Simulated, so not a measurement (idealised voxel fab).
Title: Process Module voxel wiring stack
Xsec cut, 145 nm wide, square cell size 5 nm.
This document writes a cross-section as a grid whose cells are square, and gives it as bands, listed from the top down; one or more rows of cells form a band. Top height, bottom height, nm. Materials left to right, width each, nm. Single material + "full width" = fills band edge to edge. "empty" = empty. Below 0: as-received wafer, all one material; heights counted from there. Lowest band: no bottom, goes on down, written "z 0 and below". Width "30..40": first value at the band's top row of cells, second value at its bottom row, equal change from row to row. Step note "remains unaltered" = no cross-section cell changed. Closed empty spaces (no open way to the top) of 8 cells or more are what "Internal closed voids" lists, each as width x height at distance from the left edge, nm for all three. On each step's line, the part that comes after the settings is the simulator's own comment on the step. If you see "overlay nm" on a step's line and that step has a mask, it's telling you how far right of where it was planned the mask ended up; a negative number means it went left instead.

## The following list gives the planned process steps
1) op RECEIVE | material Si
2) op CONFORMAL_DEP | material SiO2 | thk nm 10
3) op DIRECTIONAL_DEP | material TiN | thk nm 5
4) op DIRECTIONAL_DEP | material W | thk nm 15
5) op DIRECTIONAL_DEP | material aC | thk nm 15
6) op PATTERN | tone cover | mask id METAL_1 | material resist | width nm 25 | pitch nm 55 | thk nm 30 | overlay nm 0
7) op DIRECTIONAL_ETCH | etch materials aC | depth nm 15
8) op STRIP | etch materials resist
9) op DIRECTIONAL_ETCH | etch materials W | depth nm 15
10) op DIRECTIONAL_ETCH | etch materials TiN | depth nm 5
11) op STRIP | etch materials aC
12) op CONFORMAL_DEP | material SiCN | thk nm 5
13) op FILL_DEP | material SiO2 | thk nm 5
14) op CMP | height nm 30
15) op CONFORMAL_DEP | material SiCN | thk nm 5
16) op DIRECTIONAL_DEP | material SiO2 | thk nm 35
17) op MASKED_ETCH | tone open | mask id METAL_2_HOLES | width nm 15 | etch materials SiO2 | depth nm 35 | overlay nm 0
18) op PATTERN | tone open | mask id METAL_2 | material resist | width nm 25 | pitch nm 55 | thk nm 20 | overlay nm 0
19) op DIRECTIONAL_ETCH | etch materials SiO2 | depth nm 20
20) op DIRECTIONAL_ETCH | etch materials SiCN | depth nm 5
21) op STRIP | etch materials resist
22) op CONFORMAL_DEP | material TiN | thk nm 5
23) op FILL_DEP | material Ru | thk nm 10
24) op CMP | height nm 70
25) op CONFORMAL_DEP | material SiCN | thk nm 5
26) op DIRECTIONAL_DEP | material SiO2 | thk nm 20
27) op DIRECTIONAL_DEP | material aC | thk nm 10
28) op PATTERN | tone open | mask id PLUG_2 | material resist | width nm 15 | thk nm 25 | overlay nm 0
29) op DIRECTIONAL_ETCH | etch materials aC | depth nm 10
30) op STRIP | etch materials resist
31) op DIRECTIONAL_ETCH | etch materials SiO2 | depth nm 20
32) op DIRECTIONAL_ETCH | etch materials SiCN | depth nm 5
33) op STRIP | etch materials aC
34) op EPI | material Ru | thk nm 10
35) op EPI | material Ru | thk nm 10
36) op EPI | material Ru | thk nm 5
37) op DIRECTIONAL_DEP | material TiN | thk nm 5
38) op DIRECTIONAL_DEP | material Ru | thk nm 15
39) op PATTERN | tone cover | mask id METAL_3 | material resist | width nm 25 | pitch nm 55 | thk nm 15 | overlay nm 0
40) op DIRECTIONAL_ETCH | etch materials Ru | depth nm 15
41) op DIRECTIONAL_ETCH | etch materials TiN | depth nm 5
42) op STRIP | etch materials resist
43) op FILL_DEP | material SiO2 | thk nm 10
44) op CMP | height nm 115
45) op CONFORMAL_DEP | material SiN | thk nm 5

## Wafer, first of two, run as planned

## Received-state cross-section, reflecting completion of step 1
* z 0 and below | Si full width
* Internal closed voids: none

## after step 2
* z 10 to 0 | SiO2 full width
* At heights below 0, the structure remains unaltered.

## after step 3
* z 15 to 10 | TiN full width
* At heights below 10, the structure remains unaltered.

## after step 4
* z 30 to 15 | W full width
* At heights below 15, the structure remains unaltered.

## after step 5
* z 45 to 30 | aC full width
* At heights below 30, the structure remains unaltered.

## after step 6
* z 75 to 45 | empty 30  resist 25  empty 30  resist 25  empty 35
* At heights below 45, the structure remains unaltered.

## after step 7
* z 60 to 45 | empty 30  resist 25  empty 30  resist 25  empty 35
* z 45 to 30 | empty 30  aC 25  empty 30  aC 25  empty 35
* At heights below 30, the structure remains unaltered.

## after step 8
* z 45 to 30 | empty 30  aC 25  empty 30  aC 25  empty 35
* At heights below 30, the structure remains unaltered.

## after step 9
* z 45 to 30 | empty 30  aC 25  empty 30  aC 25  empty 35
* z 30 to 15 | empty 30  W 25  empty 30  W 25  empty 35
* At heights below 15, the structure remains unaltered.

## after step 10
* z 45 to 30 | empty 30  aC 25  empty 30  aC 25  empty 35
* z 30 to 15 | empty 30  W 25  empty 30  W 25  empty 35
* z 15 to 10 | empty 30  TiN 25  empty 30  TiN 25  empty 35
* At heights below 10, the structure remains unaltered.

## after step 11
* z 30 to 15 | empty 30  W 25  empty 30  W 25  empty 35
* At heights below 15, the structure remains unaltered.

## after step 12
* z 35 to 30 | empty 25  SiCN 35  empty 20  SiCN 35  empty 30
* z 30 to 15 | empty 25  SiCN 5  W 25  SiCN 5  empty 20  SiCN 5  W 25  SiCN 5  empty 30
* z 15 to 10 | SiCN 30  TiN 25  SiCN 30  TiN 25  SiCN 35
* At heights below 10, the structure remains unaltered.

## after step 13
* z 40 to 35 | SiO2 full width
* z 35 to 30 | SiO2 25  SiCN 35  SiO2 20  SiCN 35  SiO2 30
* z 30 to 15 | SiO2 25  SiCN 5  W 25  SiCN 5  SiO2 20  SiCN 5  W 25  SiCN 5  SiO2 30
* At heights below 15, the structure remains unaltered.

## after step 14
* z 30 to 15 | SiO2 25  SiCN 5  W 25  SiCN 5  SiO2 20  SiCN 5  W 25  SiCN 5  SiO2 30
* At heights below 15, the structure remains unaltered.

## after step 15
* z 35 to 30 | SiCN full width
* At heights below 30, the structure remains unaltered.

## after step 16
* z 70 to 35 | SiO2 full width
* At heights below 35, the structure remains unaltered.

## after step 17
* z 70 to 35 | SiO2 30  empty 15  SiO2 100
* At heights below 35, the structure remains unaltered.

## after step 18
* z 90 to 70 | resist 30  empty 25  resist 30  empty 25  resist 35
* At heights below 70, the structure remains unaltered.

## after step 19
* z 90 to 70 | resist 30  empty 25  resist 30  empty 25  resist 35
* z 70 to 50 | SiO2 30  empty 25  SiO2 30  empty 25  SiO2 35
* At heights below 50, the structure remains unaltered.

## after step 20
* z 90 to 70 | resist 30  empty 25  resist 30  empty 25  resist 35
* z 70 to 50 | SiO2 30  empty 25  SiO2 30  empty 25  SiO2 35
* z 50 to 35 | SiO2 30  empty 15  SiO2 100
* z 35 to 30 | SiCN 30  empty 15  SiCN 100
* At heights below 30, the structure remains unaltered.

## after step 21
* z 70 to 50 | SiO2 30  empty 25  SiO2 30  empty 25  SiO2 35
* At heights below 50, the structure remains unaltered.

## after step 22
* z 75 to 70 | TiN 35  empty 15  TiN 40  empty 15  TiN 40
* z 70 to 55 | SiO2 30  TiN 5  empty 15  TiN 5  SiO2 30  TiN 5  empty 15  TiN 5  SiO2 35
* z 55 to 50 | SiO2 30  TiN 5  empty 5  TiN 15  SiO2 30  TiN 25  SiO2 35
* z 50 to 35 | SiO2 30  TiN 5  empty 5  TiN 5  SiO2 100
* z 35 to 30 | SiCN 30  TiN 15  SiCN 100
* At heights below 30, the structure remains unaltered.

## after step 23
* z 85 to 75 | Ru full width
* z 75 to 70 | TiN 35  Ru 15  TiN 40  Ru 15  TiN 40
* z 70 to 55 | SiO2 30  TiN 5  Ru 15  TiN 5  SiO2 30  TiN 5  Ru 15  TiN 5  SiO2 35
* z 55 to 50 | SiO2 30  TiN 5  Ru 5  TiN 15  SiO2 30  TiN 25  SiO2 35
* z 50 to 35 | SiO2 30  TiN 5  Ru 5  TiN 5  SiO2 100
* At heights below 35, the structure remains unaltered.

## after step 24
* z 70 to 55 | SiO2 30  TiN 5  Ru 15  TiN 5  SiO2 30  TiN 5  Ru 15  TiN 5  SiO2 35
* At heights below 55, the structure remains unaltered.

## after step 25
* z 75 to 70 | SiCN full width
* At heights below 70, the structure remains unaltered.

## after step 26
* z 95 to 75 | SiO2 full width
* At heights below 75, the structure remains unaltered.

## after step 27
* z 105 to 95 | aC full width
* At heights below 95, the structure remains unaltered.

## after step 28
* z 130 to 105 | resist 30  empty 15  resist 100
* At heights below 105, the structure remains unaltered.

## after step 29
* z 120 to 105 | resist 30  empty 15  resist 100
* z 105 to 95 | aC 30  empty 15  aC 100
* At heights below 95, the structure remains unaltered.

## after step 30
* z 105 to 95 | aC 30  empty 15  aC 100
* At heights below 95, the structure remains unaltered.

## after step 31
* z 105 to 95 | aC 30  empty 15  aC 100
* z 95 to 75 | SiO2 30  empty 15  SiO2 100
* At heights below 75, the structure remains unaltered.

## after step 32
* z 105 to 95 | aC 30  empty 15  aC 100
* z 95 to 75 | SiO2 30  empty 15  SiO2 100
* z 75 to 70 | SiCN 30  empty 15  SiCN 100
* At heights below 70, the structure remains unaltered.

## after step 33
* z 95 to 75 | SiO2 30  empty 15  SiO2 100
* At heights below 75, the structure remains unaltered.

## after step 34
* z 95 to 80 | SiO2 30  empty 15  SiO2 100
* z 80 to 75 | SiO2 30  Ru 15  SiO2 100
* z 75 to 70 | SiCN 30  Ru 15  SiCN 100
* At heights below 70, the structure remains unaltered.

## after step 35
* z 95 to 90 | SiO2 30  empty 15  SiO2 100
* z 90 to 75 | SiO2 30  Ru 15  SiO2 100
* At heights below 75, the structure remains unaltered.

## after step 36
* z 95 to 75 | SiO2 30  Ru 15  SiO2 100
* At heights below 75, the structure remains unaltered.

## after step 37
* z 100 to 95 | TiN full width
* At heights below 95, the structure remains unaltered.

## after step 38
* z 115 to 100 | Ru full width
* At heights below 100, the structure remains unaltered.

## after step 39
* z 130 to 115 | empty 30  resist 25  empty 30  resist 25  empty 35
* At heights below 115, the structure remains unaltered.

## after step 40
* z 130 to 115 | empty 30  resist 25  empty 30  resist 25  empty 35
* z 115 to 100 | empty 30  Ru 25  empty 30  Ru 25  empty 35
* At heights below 100, the structure remains unaltered.

## after step 41
* z 130 to 115 | empty 30  resist 25  empty 30  resist 25  empty 35
* z 115 to 100 | empty 30  Ru 25  empty 30  Ru 25  empty 35
* z 100 to 95 | empty 30  TiN 25  empty 30  TiN 25  empty 35
* At heights below 95, the structure remains unaltered.

## after step 42
* z 115 to 100 | empty 30  Ru 25  empty 30  Ru 25  empty 35
* At heights below 100, the structure remains unaltered.

## after step 43
* z 125 to 115 | SiO2 full width
* z 115 to 100 | SiO2 30  Ru 25  SiO2 30  Ru 25  SiO2 35
* z 100 to 95 | SiO2 30  TiN 25  SiO2 30  TiN 25  SiO2 35
* At heights below 95, the structure remains unaltered.

## after step 44
* z 115 to 100 | SiO2 30  Ru 25  SiO2 30  Ru 25  SiO2 35
* At heights below 100, the structure remains unaltered.

## after step 45
* z 120 to 115 | SiN full width
* At heights below 115, the structure remains unaltered.

## Wafer two. Identical start, identical plan. One mistake in execution. Identical history through step 38

## Second wafer shown in cross-section at the time step 39 was slated to end
* z 130 to 115 | resist 30  empty 25  resist 30  empty 25  resist 35
* At heights below 115, the structure remains unaltered.

## Second wafer shown in cross-section at the time step 40 was slated to end
* z 130 to 115 | resist 30  empty 25  resist 30  empty 25  resist 35
* z 115 to 100 | Ru 30  empty 25  Ru 30  empty 25  Ru 35
* At heights below 100, the structure remains unaltered.

## Second wafer shown in cross-section at the time step 41 was slated to end
* z 130 to 115 | resist 30  empty 25  resist 30  empty 25  resist 35
* z 115 to 100 | Ru 30  empty 25  Ru 30  empty 25  Ru 35
* z 100 to 95 | TiN 30  empty 25  TiN 30  empty 25  TiN 35
* At heights below 95, the structure remains unaltered.

## Second wafer shown in cross-section at the time step 42 was slated to end
* z 115 to 100 | Ru 30  empty 25  Ru 30  empty 25  Ru 35
* At heights below 100, the structure remains unaltered.

## Second wafer shown in cross-section at the time step 43 was slated to end
* z 125 to 115 | SiO2 full width
* z 115 to 100 | Ru 30  SiO2 25  Ru 30  SiO2 25  Ru 35
* z 100 to 95 | TiN 30  SiO2 25  TiN 30  SiO2 25  TiN 35
* At heights below 95, the structure remains unaltered.

## Second wafer shown in cross-section at the time step 44 was slated to end
* z 115 to 100 | Ru 30  SiO2 25  Ru 30  SiO2 25  Ru 35
* At heights below 100, the structure remains unaltered.

## Second wafer shown in cross-section at the time step 45 was slated to end
* z 120 to 115 | SiN full width
* At heights below 115, the structure remains unaltered.
In executing the process, a mistake was made relative to the plan: step 39: run off-plan, actual operation and settings op PATTERN | tone open | mask id METAL_3 | material resist | width nm 25 | pitch nm 55 | thk nm 15 | overlay nm 0
FYI, end of process, the second wafer has more or fewer cells of some materials than the first: +27 Ru | -36 SiO2 | +9 TiN
